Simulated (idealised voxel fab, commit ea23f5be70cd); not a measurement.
process module | voxel capacitor over wiring
cross-section cut | 190 nm wide | cells 5 nm
A cross-section is a grid of square cells, given in bands from the top down. A band is one or more rows of cells.
Each band's line starts with the height of the band's top and of its bottom, in nm. Then come its materials from left to right, each with its width in nm. One material with "throughout" fills the band from edge to edge. "air" is empty space.
Height 0 is the level under which the wafer as received is all one material. The lowest band goes on downwards, as in "0 down".
A width such as "30 to 40" changes by the same amount from each row of cells to the next, from the band's top row to its bottom row.
"no change" after a step means that no cell of the cross-section changed.
closed voids: empty space of 8 cells or more with no open way to the top, each as width x height at its distance from the left edge, in nm
after a step's settings: what the simulator itself notes on the step
overlay nm, on a step with a mask: how far to the right of its planned place the mask lay; to the left if negative
plan
1 op RECEIVE | material Si
2 op CONFORMAL_DEP | material SiO2 | thk nm 10
3 op DIRECTIONAL_DEP | material TiN | thk nm 5
4 op DIRECTIONAL_DEP | material W | thk nm 15
5 op DIRECTIONAL_DEP | material aC | thk nm 10
6 op PATTERN | tone cover | mask id METAL_1 | material resist | width nm 30 | pitch nm 100 | thk nm 25 | overlay nm 0
7 op DIRECTIONAL_ETCH | etch materials aC | depth nm 10
8 op STRIP | etch materials resist
9 op DIRECTIONAL_ETCH | etch materials W | depth nm 15
10 op DIRECTIONAL_ETCH | etch materials TiN | depth nm 5
11 op STRIP | etch materials aC
12 op FILL_DEP | material SiO2 | thk nm 10
13 op CMP | height nm 30
14 op CONFORMAL_DEP | material SiCN | thk nm 5
15 op DIRECTIONAL_DEP | material SiO2 | thk nm 20
16 op PATTERN | tone open | mask id PLUG_1 | material resist | width nm 15 | thk nm 15 | overlay nm 0
17 op DIRECTIONAL_ETCH | etch materials SiO2 | depth nm 20
18 op DIRECTIONAL_ETCH | etch materials SiCN | depth nm 5
19 op STRIP | etch materials resist
20 op EPI | material Ru | thk nm 10
21 op EPI | material Ru | thk nm 10
22 op EPI | material Ru | thk nm 5
23 op DIRECTIONAL_DEP | material TiN | thk nm 5
24 op DIRECTIONAL_DEP | material HfO2 | thk nm 5
25 op DIRECTIONAL_DEP | material TiN | thk nm 10
26 op DIRECTIONAL_DEP | material aC | thk nm 10
27 op PATTERN | tone cover | mask id UPPER_PLATE | material resist | width nm 75 | thk nm 30 | overlay nm 0
28 op DIRECTIONAL_ETCH | etch materials aC | depth nm 10
29 op STRIP | etch materials resist
30 op DIRECTIONAL_ETCH | etch materials TiN | depth nm 10
31 op DIRECTIONAL_ETCH | etch materials HfO2 | depth nm 5
32 op STRIP | etch materials aC
33 op DIRECTIONAL_DEP | material aC | thk nm 10
34 op PATTERN | tone cover | mask id LOWER_PLATE | material resist | width nm 85 | thk nm 25 | overlay nm 0
35 op DIRECTIONAL_ETCH | etch materials aC | depth nm 10
36 op STRIP | etch materials resist
37 op DIRECTIONAL_ETCH | etch materials TiN | depth nm 5
38 op STRIP | etch materials aC
39 op FILL_DEP | material SiO2 | thk nm 15
40 op CMP | height nm 85
41 op DIRECTIONAL_DEP | material aC | thk nm 15
42 op PATTERN | tone open | mask id PLUG_2 | material resist | width nm 15 | thk nm 35 | overlay nm 0
43 op DIRECTIONAL_ETCH | etch materials aC | depth nm 15
44 op STRIP | etch materials resist
45 op DIRECTIONAL_ETCH | etch materials SiO2 | depth nm 10
46 op STRIP | etch materials aC
47 op CONFORMAL_DEP | material TiN | thk nm 5
48 op FILL_DEP | material Ru | thk nm 5
49 op CMP | height nm 85
50 op CONFORMAL_DEP | material SiN | thk nm 5
as received, after step 1
  0 down: Si throughout
  closed voids: none
first wafer at the end, as planned
  90 to 85: SiN throughout
  85 to 80: SiO2 55 | TiN 5 | Ru 5 | TiN 5 | SiO2 120
  80 to 75: SiO2 55 | TiN 15 | SiO2 120
  75 to 65: SiO2 45 | TiN 75 | SiO2 70
  65 to 60: SiO2 45 | HfO2 75 | SiO2 70
  60 to 55: SiO2 40 | TiN 85 | SiO2 65
  55 to 35: SiO2 45 | Ru 15 | SiO2 130
  35 to 30: SiCN 45 | Ru 15 | SiCN 130
  30 to 15: SiO2 30 | W 30 | SiO2 70 | W 30 | SiO2 30
  15 to 10: SiO2 30 | TiN 30 | SiO2 70 | TiN 30 | SiO2 30
  10 to 0: SiO2 throughout
  0 down: Si throughout
  closed voids: none
second wafer at the end: like start, like plan, one mistake
  90 to 85: SiN throughout
  85 to 80: SiO2 55 | TiN 5 | HfO2 60 | SiO2 70
  80 to 75: SiO2 40 | TiN 5 | SiO2 10 | TiN 70 | SiO2 65
  75 to 65: SiO2 45 | TiN 15 | SiO2 130
  65 to 60: SiO2 45 | HfO2 15 | SiO2 130
  60 to 55: SiO2 45 | TiN 15 | SiO2 130
  55 to 35: SiO2 throughout
  35 to 30: SiCN throughout
  30 to 15: SiO2 30 | W 30 | SiO2 70 | W 30 | SiO2 30
  15 to 10: SiO2 30 | TiN 30 | SiO2 70 | TiN 30 | SiO2 30
  10 to 0: SiO2 throughout
  0 down: Si throughout
  closed voids: none
what went wrong: step 15 was run twice
at the end the second wafer has, in cells: 16 fewer of Ru | 3 more of SiCN | 40 more of SiO2 | 27 fewer of TiN
